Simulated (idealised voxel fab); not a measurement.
This is a process module. Its name is voxel ribs on slabs.
The width of the displayed cross-section, cut, is 150 nm; its cells are square, with a size of 5 nm.
Cross-sections here: square-cell grids, written as top-down lists of bands, a band being one or more rows of cells. Basically the band line says how high the top is and how high the bottom is, in nm, and then what's in it from left to right, every material with its width in nm. Empty space shows up as "blank", and if a single material carries "full width" it runs the full band edge to edge. Where do heights start? At 0: under that level the wafer as delivered is made of one material only. And the lowest band has no floor; it just carries on downward, as in "0 -> down". Quick explanation for "30->40": the width changes in equal steps down the rows of cells, from the first number in the band's top row to the second number in its bottom row. You'll sometimes find "no alterations made" written for a step, and that's the way of saying that nowhere in the cross-section did a cell change during that step. You'll see "Closed internal cavities" listing empty spaces that have no way open to the top, as long as they're 8 cells or more; the notation is width x height at distance, where the distance is from the left edge, and all of it is in nm. On a step's line, text after the settings is the simulator commenting on that step. overlay nm: step with mask; distance mask lay right of planned place; negative value = left of planned place.

This section lists the process steps that were planned
1: RECEIVE: material Si
2: DIRECTIONAL_DEP: material SiO2, thk nm 20
3: DIRECTIONAL_DEP: material SiN, thk nm 25
4: PATTERN: tone cover, mask id RIB, material resist, width nm 30, thk nm 20, overlay nm 0
5: DIRECTIONAL_ETCH: etch materials SiN, depth nm 10
6: STRIP: etch materials resist
7: PATTERN: tone cover, mask id SLAB, material resist, width nm 80, thk nm 20, overlay nm 0
8: DIRECTIONAL_ETCH: etch materials SiN, depth nm 15
9: STRIP: etch materials resist
10: FILL_DEP: material SiO2, thk nm 30
11: CMP: height nm 65
12: DIRECTIONAL_DEP: material W, thk nm 5
13: MASKED_ETCH: tone cover, mask id HEATER, width nm 40, etch materials W, depth nm 5, overlay nm 0
14: CONFORMAL_DEP: material SiO2, thk nm 5

Cross-section, incoming material, after step 1
> 0 -> down: Si full width
> Closed internal cavities: none

The module was run from the start shown above using the plan shown above, but one mistake was made doing it; the resulting wafer cross-section is below
> 75 -> 45: SiO2 full width
> 45 -> 35: 60 nm SiO2, then 30 nm SiN, then 60 nm SiO2
> 35 -> 20: 35 nm SiO2, then 80 nm SiN, then 35 nm SiO2
> 20 -> 0: SiO2 full width
> 0 -> down: Si full width
> Closed internal cavities: none
Finding, execution versus plan: step 12 went in with a setting other than planned; the actual run was DIRECTIONAL_DEP: material SiO2, thk nm 5
